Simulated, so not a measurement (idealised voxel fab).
This section sets out a process module, namely voxel ribs on slabs.
The cross-section on display is named cut; it measures 260 nm wide, and its cells are 5 nm squares.
This document writes a cross-section as a grid whose cells are square, and gives it as bands, listed from the top down; one or more rows of cells form a band.
This entry defines a band. It first specifies the height of the band's top and the height of its bottom in nm, and then specifies the band's materials from left to right, stating each material with its width in nm. The word "edge to edge" identifies a single material that fills the band from edge to edge, while the word "empty" identifies empty space.
A quick word on heights: they are counted from 0, and under that level the wafer as it came to us is one material throughout. The lowest band is different from the rest in having no bottom; it simply continues downward, written as in "z 0 and below".
Width: "30..40" (first number = top row, second number = bottom row, same change from row to row of cells).
Step marked "nothing altered"? Then no cell in the cross-section changed in it.
The entry titled "Unvented internal voids" provides the empty spaces that have no open way to the top, restricted to those of 8 cells or more. Each is presented as width x height at distance, the distance being measured from the left edge, with all three in nm.
after a step's settings: what the simulator itself notes on the step
On any step carrying a mask, the "overlay nm" setting, if present on the step's line, tells how far right of its planned place the mask lay; negative values point to the left.
If you're wondering how to read the rest of this, here's the deal. It's pairs of cross-sections: one from before a process step, one from after it. The after one is only drawn as far down as the lowest band that changed. Right under each pair you'll see which step sits between them and what its settings were. Don't read the pairs as one continuous story, though. They can come from different runs of this module on the same starting wafer, and a pair only carries on from the one above it where its entry headed "Incoming structure" says so.

**Incoming structure**
* z 0 and below | Si edge to edge
* Unvented internal voids: none

**As Processed**
* z 20 to 0 | SiO2 edge to edge
* Below 0, the layers are the same as they were.
* Unvented internal voids: none
Step lying between the two cross-sections just above: DIRECTIONAL_DEP: material SiO2, thk nm 20

Incoming structure: unchanged from the after cross-section in the pair immediately above; refer to that figure.

**As Processed**
* z 45 to 20 | polySi edge to edge
* Below 20, the layers are the same as they were.
* Unvented internal voids: none
Step lying between the two cross-sections just above: DIRECTIONAL_DEP: material polySi, thk nm 25

Incoming structure: unchanged from the after cross-section in the pair immediately above; refer to that figure.

**As Processed**
* z 45 to 25 | 120 empty, then 15 polySi, then 125 empty
* Below 25, the layers are the same as they were.
* Unvented internal voids: none
Step lying between the two cross-sections just above: MASKED_ETCH: tone cover, mask id RIB, width nm 15, etch materials polySi, depth nm 20, overlay nm 0

Incoming structure: unchanged from the after cross-section in the pair immediately above; refer to that figure.

**As Processed**
* z 65 to 45 | 90 empty, then 75 resist, then 95 empty
* z 45 to 25 | 90 empty, then 30 resist, then 15 polySi, then 30 resist, then 95 empty
* Below 25, the layers are the same as they were.
* Unvented internal voids: none
Step lying between the two cross-sections just above: PATTERN: tone cover, mask id SLAB, material resist, width nm 75, thk nm 20, overlay nm 0

Incoming structure: unchanged from the after cross-section in the pair immediately above; refer to that figure.

**As Processed**
* z 65 to 45 | 90 empty, then 75 resist, then 95 empty
* z 45 to 25 | 90 empty, then 30 resist, then 15 polySi, then 30 resist, then 95 empty
* z 25 to 20 | 90 empty, then 75 polySi, then 95 empty
* Below 20, the layers are the same as they were.
* Unvented internal voids: none
Step lying between the two cross-sections just above: DIRECTIONAL_ETCH: etch materials polySi, depth nm 5

Incoming structure: unchanged from the after cross-section in the pair immediately above; refer to that figure.

**As Processed**
* z 45 to 25 | 120 empty, then 15 polySi, then 125 empty
* Below 25, the layers are the same as they were.
* Unvented internal voids: none
Step lying between the two cross-sections just above: STRIP: etch materials resist

Incoming structure: unchanged from the after cross-section in the pair immediately above; refer to that figure.

**As Processed**
* z 70 to 45 | SiO2 edge to edge
* z 45 to 25 | 120 SiO2, then 15 polySi, then 125 SiO2
* z 25 to 20 | 90 SiO2, then 75 polySi, then 95 SiO2
* Below 20, the layers are the same as they were.
* Unvented internal voids: none
Step lying between the two cross-sections just above: FILL_DEP: material SiO2, thk nm 25

Incoming structure: unchanged from the after cross-section in the pair immediately above; refer to that figure.

**As Processed**
* z 65 to 45 | SiO2 edge to edge
* Below 45, the layers are the same as they were.
* Unvented internal voids: none
Step lying between the two cross-sections just above: CMP: height nm 65

Incoming structure: unchanged from the after cross-section in the pair immediately above; refer to that figure.

**As Processed**
* z 70 to 65 | W edge to edge
* Below 65, the layers are the same as they were.
* Unvented internal voids: none
Step lying between the two cross-sections just above: DIRECTIONAL_DEP: material W, thk nm 5

Incoming structure: unchanged from the after cross-section in the pair immediately above; refer to that figure.

**As Processed**
* z 70 to 65 | 115 empty, then 25 W, then 120 empty
* Below 65, the layers are the same as they were.
* Unvented internal voids: none
Step lying between the two cross-sections just above: MASKED_ETCH: tone cover, mask id HEATER, width nm 25, etch materials W, depth nm 5, overlay nm 0

Incoming structure: unchanged from the after cross-section in the pair immediately above; refer to that figure.

**As Processed**
* z 75 to 70 | 110 empty, then 35 SiN, then 115 empty
* z 70 to 65 | 115 SiN, then 25 W, then 120 SiN
* Below 65, the layers are the same as they were.
* Unvented internal voids: none
Step lying between the two cross-sections just above: CONFORMAL_DEP: material SiN, thk nm 5

**Incoming structure**
* z 45 to 20 | polySi edge to edge
* z 20 to 0 | SiO2 edge to edge
* z 0 and below | Si edge to edge
* Unvented internal voids: none

**As Processed**
* z 70 to 20 | polySi edge to edge
* Below 20, the layers are the same as they were.
* Unvented internal voids: none
Step lying between the two cross-sections just above: DIRECTIONAL_DEP: material polySi, thk nm 25

Incoming structure: unchanged from the after cross-section in the pair immediately above; refer to that figure.

**As Processed**
* z 70 to 50 | 120 empty, then 15 polySi, then 125 empty
* Below 50, the layers are the same as they were.
* Unvented internal voids: none
Step lying between the two cross-sections just above: MASKED_ETCH: tone cover, mask id RIB, width nm 15, etch materials polySi, depth nm 20, overlay nm 0

Incoming structure: unchanged from the after cross-section in the pair immediately above; refer to that figure.

**As Processed**
* z 90 to 70 | 90 empty, then 75 resist, then 95 empty
* z 70 to 50 | 90 empty, then 30 resist, then 15 polySi, then 30 resist, then 95 empty
* Below 50, the layers are the same as they were.
* Unvented internal voids: none
Step lying between the two cross-sections just above: PATTERN: tone cover, mask id SLAB, material resist, width nm 75, thk nm 20, overlay nm 0

Incoming structure: unchanged from the after cross-section in the pair immediately above; refer to that figure.

**As Processed**
* z 90 to 70 | 90 empty, then 75 resist, then 95 empty
* z 70 to 50 | 90 empty, then 30 resist, then 15 polySi, then 30 resist, then 95 empty
* z 50 to 45 | 90 empty, then 75 polySi, then 95 empty
* Below 45, the layers are the same as they were.
* Unvented internal voids: none
Step lying between the two cross-sections just above: DIRECTIONAL_ETCH: etch materials polySi, depth nm 5

Incoming structure: unchanged from the after cross-section in the pair immediately above; refer to that figure.

**As Processed**
* z 70 to 50 | 120 empty, then 15 polySi, then 125 empty
* Below 50, the layers are the same as they were.
* Unvented internal voids: none
Step lying between the two cross-sections just above: STRIP: etch materials resist

Incoming structure: unchanged from the after cross-section in the pair immediately above; refer to that figure.

**As Processed**
* z 95 to 70 | SiO2 edge to edge
* z 70 to 50 | 120 SiO2, then 15 polySi, then 125 SiO2
* z 50 to 45 | 90 SiO2, then 75 polySi, then 95 SiO2
* Below 45, the layers are the same as they were.
* Unvented internal voids: none
Step lying between the two cross-sections just above: FILL_DEP: material SiO2, thk nm 25

Incoming structure: unchanged from the after cross-section in the pair immediately above; refer to that figure.

**As Processed**
* z 65 to 50 | 120 SiO2, then 15 polySi, then 125 SiO2
* Below 50, the layers are the same as they were.
* Unvented internal voids: none
Step lying between the two cross-sections just above: CMP: height nm 65

Incoming structure: unchanged from the after cross-section in the pair immediately above; refer to that figure.

**As Processed**
* z 70 to 65 | W edge to edge
* Below 65, the layers are the same as they were.
* Unvented internal voids: none
Step lying between the two cross-sections just above: DIRECTIONAL_DEP: material W, thk nm 5

Incoming structure: unchanged from the after cross-section in the pair immediately above; refer to that figure.

**As Processed**
* z 70 to 65 | 115 empty, then 25 W, then 120 empty
* Below 65, the layers are the same as they were.
* Unvented internal voids: none
Step lying between the two cross-sections just above: MASKED_ETCH: tone cover, mask id HEATER, width nm 25, etch materials W, depth nm 5, overlay nm 0

Incoming structure: unchanged from the after cross-section in the pair immediately above; refer to that figure.

**As Processed**
* z 75 to 70 | 110 empty, then 35 SiN, then 115 empty
* z 70 to 65 | 115 SiN, then 25 W, then 120 SiN
* Below 65, the layers are the same as they were.
* Unvented internal voids: none
Step lying between the two cross-sections just above: CONFORMAL_DEP: material SiN, thk nm 5

**Incoming structure**
* z 0 and below | Si edge to edge
* Unvented internal voids: none

**As Processed**
* z 25 to 0 | polySi edge to edge
* Below 0, the layers are the same as they were.
* Unvented internal voids: none
Step lying between the two cross-sections just above: DIRECTIONAL_DEP: material polySi, thk nm 25

Incoming structure: unchanged from the after cross-section in the pair immediately above; refer to that figure.

**As Processed**
* z 45 to 25 | SiO2 edge to edge
* Below 25, the layers are the same as they were.
* Unvented internal voids: none
Step lying between the two cross-sections just above: DIRECTIONAL_DEP: material SiO2, thk nm 20

Incoming structure: unchanged from the after cross-section in the pair immediately above; refer to that figure.

**As Processed**
* z 65 to 45 | 90 empty, then 75 resist, then 95 empty
* Below 45, the layers are the same as they were.
* Unvented internal voids: none
Step lying between the two cross-sections just above: PATTERN: tone cover, mask id SLAB, material resist, width nm 75, thk nm 20, overlay nm 0

Incoming structure: unchanged from the after cross-section in the pair immediately above; refer to that figure.

**As Processed**
* z 45 to 25 | SiO2 edge to edge
* Below 25, the layers are the same as they were.
* Unvented internal voids: none
Step lying between the two cross-sections just above: STRIP: etch materials resist

Incoming structure: unchanged from the after cross-section in the pair immediately above; refer to that figure.

**As Processed**
* z 70 to 25 | SiO2 edge to edge
* Below 25, the layers are the same as they were.
* Unvented internal voids: none
Step lying between the two cross-sections just above: FILL_DEP: material SiO2, thk nm 25

Incoming structure: unchanged from the after cross-section in the pair immediately above; refer to that figure.

**As Processed**
* z 65 to 25 | SiO2 edge to edge
* Below 25, the layers are the same as they were.
* Unvented internal voids: none
Step lying between the two cross-sections just above: CMP: height nm 65

Incoming structure: unchanged from the after cross-section in the pair immediately above; refer to that figure.

**As Processed**
* z 70 to 65 | W edge to edge
* Below 65, the layers are the same as they were.
* Unvented internal voids: none
Step lying between the two cross-sections just above: DIRECTIONAL_DEP: material W, thk nm 5

Incoming structure: unchanged from the after cross-section in the pair immediately above; refer to that figure.

**As Processed**
* z 70 to 65 | 115 empty, then 25 W, then 120 empty
* Below 65, the layers are the same as they were.
* Unvented internal voids: none
Step lying between the two cross-sections just above: MASKED_ETCH: tone cover, mask id HEATER, width nm 25, etch materials W, depth nm 5, overlay nm 0

Incoming structure: unchanged from the after cross-section in the pair immediately above; refer to that figure.

**As Processed**
* z 75 to 70 | 110 empty, then 35 SiN, then 115 empty
* z 70 to 65 | 115 SiN, then 25 W, then 120 SiN
* Below 65, the layers are the same as they were.
* Unvented internal voids: none
Step lying between the two cross-sections just above: CONFORMAL_DEP: material SiN, thk nm 5

**Incoming structure**
* z 20 to 0 | SiO2 edge to edge
* z 0 and below | Si edge to edge
* Unvented internal voids: none

**As Processed**
* z 55 to 20 | polySi edge to edge
* Below 20, the layers are the same as they were.
* Unvented internal voids: none
Step lying between the two cross-sections just above: DIRECTIONAL_DEP: material polySi, thk nm 35

Incoming structure: unchanged from the after cross-section in the pair immediately above; refer to that figure.

**As Processed**
* z 55 to 35 | 120 empty, then 15 polySi, then 125 empty
* Below 35, the layers are the same as they were.
* Unvented internal voids: none
Step lying between the two cross-sections just above: MASKED_ETCH: tone cover, mask id RIB, width nm 15, etch materials polySi, depth nm 20, overlay nm 0

Incoming structure: unchanged from the after cross-section in the pair immediately above; refer to that figure.

**As Processed**
* z 75 to 55 | 90 empty, then 75 resist, then 95 empty
* z 55 to 35 | 90 empty, then 30 resist, then 15 polySi, then 30 resist, then 95 empty
* Below 35, the layers are the same as they were.
* Unvented internal voids: none
Step lying between the two cross-sections just above: PATTERN: tone cover, mask id SLAB, material resist, width nm 75, thk nm 20, overlay nm 0

Incoming structure: unchanged from the after cross-section in the pair immediately above; refer to that figure.

**As Processed**
* z 75 to 55 | 90 empty, then 75 resist, then 95 empty
* z 55 to 35 | 90 empty, then 30 resist, then 15 polySi, then 30 resist, then 95 empty
* z 35 to 30 | 90 empty, then 75 polySi, then 95 empty
* Below 30, the layers are the same as they were.
* Unvented internal voids: none
Step lying between the two cross-sections just above: DIRECTIONAL_ETCH: etch materials polySi, depth nm 5

Incoming structure: unchanged from the after cross-section in the pair immediately above; refer to that figure.

**As Processed**
* z 55 to 35 | 120 empty, then 15 polySi, then 125 empty
* Below 35, the layers are the same as they were.
* Unvented internal voids: none
Step lying between the two cross-sections just above: STRIP: etch materials resist

Incoming structure: unchanged from the after cross-section in the pair immediately above; refer to that figure.

**As Processed**
* z 80 to 55 | SiO2 edge to edge
* z 55 to 35 | 120 SiO2, then 15 polySi, then 125 SiO2
* z 35 to 30 | 90 SiO2, then 75 polySi, then 95 SiO2
* Below 30, the layers are the same as they were.
* Unvented internal voids: none
Step lying between the two cross-sections just above: FILL_DEP: material SiO2, thk nm 25

Incoming structure: unchanged from the after cross-section in the pair immediately above; refer to that figure.

**As Processed**
* z 65 to 55 | SiO2 edge to edge
* Below 55, the layers are the same as they were.
* Unvented internal voids: none
Step lying between the two cross-sections just above: CMP: height nm 65

Incoming structure: unchanged from the after cross-section in the pair immediately above; refer to that figure.

**As Processed**
* z 70 to 65 | W edge to edge
* Below 65, the layers are the same as they were.
* Unvented internal voids: none
Step lying between the two cross-sections just above: DIRECTIONAL_DEP: material W, thk nm 5

Incoming structure: unchanged from the after cross-section in the pair immediately above; refer to that figure.

**As Processed**
* z 70 to 65 | 115 empty, then 25 W, then 120 empty
* Below 65, the layers are the same as they were.
* Unvented internal voids: none
Step lying between the two cross-sections just above: MASKED_ETCH: tone cover, mask id HEATER, width nm 25, etch materials W, depth nm 5, overlay nm 0

Incoming structure: unchanged from the after cross-section in the pair immediately above; refer to that figure.

**As Processed**
* z 75 to 70 | 110 empty, then 35 SiN, then 115 empty
* z 70 to 65 | 115 SiN, then 25 W, then 120 SiN
* Below 65, the layers are the same as they were.
* Unvented internal voids: none
Step lying between the two cross-sections just above: CONFORMAL_DEP: material SiN, thk nm 5

**Incoming structure**
* z 45 to 25 | 120 empty, then 15 polySi, then 125 empty
* z 25 to 20 | polySi edge to edge
* z 20 to 0 | SiO2 edge to edge
* z 0 and below | Si edge to edge
* Unvented internal voids: none

**As Processed**
* z 65 to 45 | 90 empty, then 80 resist, then 90 empty
* z 45 to 25 | 90 empty, then 30 resist, then 15 polySi, then 35 resist, then 90 empty
* Below 25, the layers are the same as they were.
* Unvented internal voids: none
Step lying between the two cross-sections just above: PATTERN: tone cover, mask id SLAB, material resist, width nm 80, thk nm 20, overlay nm 0

Incoming structure: unchanged from the after cross-section in the pair immediately above; refer to that figure.

**As Processed**
* z 65 to 45 | 90 empty, then 80 resist, then 90 empty
* z 45 to 25 | 90 empty, then 30 resist, then 15 polySi, then 35 resist, then 90 empty
* z 25 to 20 | 90 empty, then 80 polySi, then 90 empty
* Below 20, the layers are the same as they were.
* Unvented internal voids: none
Step lying between the two cross-sections just above: DIRECTIONAL_ETCH: etch materials polySi, depth nm 5

Incoming structure: unchanged from the after cross-section in the pair immediately above; refer to that figure.

**As Processed**
* z 45 to 25 | 120 empty, then 15 polySi, then 125 empty
* Below 25, the layers are the same as they were.
* Unvented internal voids: none
Step lying between the two cross-sections just above: STRIP: etch materials resist

Incoming structure: unchanged from the after cross-section in the pair immediately above; refer to that figure.

**As Processed**
* z 70 to 45 | SiO2 edge to edge
* z 45 to 25 | 120 SiO2, then 15 polySi, then 125 SiO2
* z 25 to 20 | 90 SiO2, then 80 polySi, then 90 SiO2
* Below 20, the layers are the same as they were.
* Unvented internal voids: none
Step lying between the two cross-sections just above: FILL_DEP: material SiO2, thk nm 25

Incoming structure: unchanged from the after cross-section in the pair immediately above; refer to that figure.

**As Processed**
* z 65 to 45 | SiO2 edge to edge
* Below 45, the layers are the same as they were.
* Unvented internal voids: none
Step lying between the two cross-sections just above: CMP: height nm 65

Incoming structure: unchanged from the after cross-section in the pair immediately above; refer to that figure.

**As Processed**
* z 70 to 65 | W edge to edge
* Below 65, the layers are the same as they were.
* Unvented internal voids: none
Step lying between the two cross-sections just above: DIRECTIONAL_DEP: material W, thk nm 5

Incoming structure: unchanged from the after cross-section in the pair immediately above; refer to that figure.

**As Processed**
* z 70 to 65 | 115 empty, then 25 W, then 120 empty
* Below 65, the layers are the same as they were.
* Unvented internal voids: none
Step lying between the two cross-sections just above: MASKED_ETCH: tone cover, mask id HEATER, width nm 25, etch materials W, depth nm 5, overlay nm 0

Incoming structure: unchanged from the after cross-section in the pair immediately above; refer to that figure.

**As Processed**
* z 75 to 70 | 110 empty, then 35 SiN, then 115 empty
* z 70 to 65 | 115 SiN, then 25 W, then 120 SiN
* Below 65, the layers are the same as they were.
* Unvented internal voids: none
Step lying between the two cross-sections just above: CONFORMAL_DEP: material SiN, thk nm 5

**Incoming structure**
* z 70 to 65 | W edge to edge
* z 65 to 45 | SiO2 edge to edge
* z 45 to 25 | 120 SiO2, then 15 polySi, then 125 SiO2
* z 25 to 20 | 90 SiO2, then 75 polySi, then 95 SiO2
* z 20 to 0 | SiO2 edge to edge
* z 0 and below | Si edge to edge
* Unvented internal voids: none

**As Processed**
* z 70 to 65 | 125 empty, then 25 W, then 110 empty
* Below 65, the layers are the same as they were.
* Unvented internal voids: none
Step lying between the two cross-sections just above: MASKED_ETCH: tone cover, mask id HEATER, width nm 25, etch materials W, depth nm 5, overlay nm 10

Incoming structure: unchanged from the after cross-section in the pair immediately above; refer to that figure.

**As Processed**
* z 75 to 70 | 120 empty, then 35 SiN, then 105 empty
* z 70 to 65 | 125 SiN, then 25 W, then 110 SiN
* Below 65, the layers are the same as they were.
* Unvented internal voids: none
Step lying between the two cross-sections just above: CONFORMAL_DEP: material SiN, thk nm 5

**Incoming structure**
* z 65 to 45 | SiO2 edge to edge
* z 45 to 25 | 120 SiO2, then 15 polySi, then 125 SiO2
* z 25 to 20 | 90 SiO2, then 75 polySi, then 95 SiO2
* z 20 to 0 | SiO2 edge to edge
* z 0 and below | Si edge to edge
* Unvented internal voids: none

**As Processed**
* z 70 to 45 | SiO2 edge to edge
* Below 45, the layers are the same as they were.
* Unvented internal voids: none
Step lying between the two cross-sections just above: DIRECTIONAL_DEP: material SiO2, thk nm 5

Incoming structure: unchanged from the after cross-section in the pair immediately above; refer to that figure.

**As Processed**
* z 75 to 70 | SiN edge to edge
* Below 70, the layers are the same as they were.
* Unvented internal voids: none
Step lying between the two cross-sections just above: CONFORMAL_DEP: material SiN, thk nm 5

**Incoming structure**
* z 45 to 25 | 120 empty, then 15 polySi, then 125 empty
* z 25 to 20 | polySi edge to edge
* z 20 to 0 | SiO2 edge to edge
* z 0 and below | Si edge to edge
* Unvented internal voids: none

**As Processed**
* z 65 to 45 | 90 resist, then 75 empty, then 95 resist
* z 45 to 25 | 90 resist, then 30 empty, then 15 polySi, then 30 empty, then 95 resist
* Below 25, the layers are the same as they were.
* Unvented internal voids: none
Step lying between the two cross-sections just above: PATTERN: tone open, mask id SLAB, material resist, width nm 75, thk nm 20, overlay nm 0

Incoming structure: unchanged from the after cross-section in the pair immediately above; refer to that figure.

**As Processed**
* z 65 to 40 | 90 resist, then 75 empty, then 95 resist
* z 40 to 25 | 90 resist, then 30 empty, then 15 polySi, then 30 empty, then 95 resist
* z 25 to 20 | 90 polySi, then 30 empty, then 15 polySi, then 30 empty, then 95 polySi
* Below 20, the layers are the same as they were.
* Unvented internal voids: none
Step lying between the two cross-sections just above: DIRECTIONAL_ETCH: etch materials polySi, depth nm 5

Incoming structure: unchanged from the after cross-section in the pair immediately above; refer to that figure.

**As Processed**
* z 40 to 25 | 120 empty, then 15 polySi, then 125 empty
* Below 25, the layers are the same as they were.
* Unvented internal voids: none
Step lying between the two cross-sections just above: STRIP: etch materials resist

Incoming structure: unchanged from the after cross-section in the pair immediately above; refer to that figure.

**As Processed**
* z 65 to 40 | SiO2 edge to edge
* z 40 to 25 | 120 SiO2, then 15 polySi, then 125 SiO2
* z 25 to 20 | 90 polySi, then 30 SiO2, then 15 polySi, then 30 SiO2, then 95 polySi
* Below 20, the layers are the same as they were.
* Unvented internal voids: none
Step lying between the two cross-sections just above: FILL_DEP: material SiO2, thk nm 25

Incoming structure: unchanged from the after cross-section in the pair immediately above; refer to that figure.

**As Processed**
* z 70 to 65 | W edge to edge
* Below 65, the layers are the same as they were.
* Unvented internal voids: none
Step lying between the two cross-sections just above: DIRECTIONAL_DEP: material W, thk nm 5

Incoming structure: unchanged from the after cross-section in the pair immediately above; refer to that figure.

**As Processed**
* z 70 to 65 | 115 empty, then 25 W, then 120 empty
* Below 65, the layers are the same as they were.
* Unvented internal voids: none
Step lying between the two cross-sections just above: MASKED_ETCH: tone cover, mask id HEATER, width nm 25, etch materials W, depth nm 5, overlay nm 0

Incoming structure: unchanged from the after cross-section in the pair immediately above; refer to that figure.

**As Processed**
* z 75 to 70 | 110 empty, then 35 SiN, then 115 empty
* z 70 to 65 | 115 SiN, then 25 W, then 120 SiN
* Below 65, the layers are the same as they were.
* Unvented internal voids: none
Step lying between the two cross-sections just above: CONFORMAL_DEP: material SiN, thk nm 5
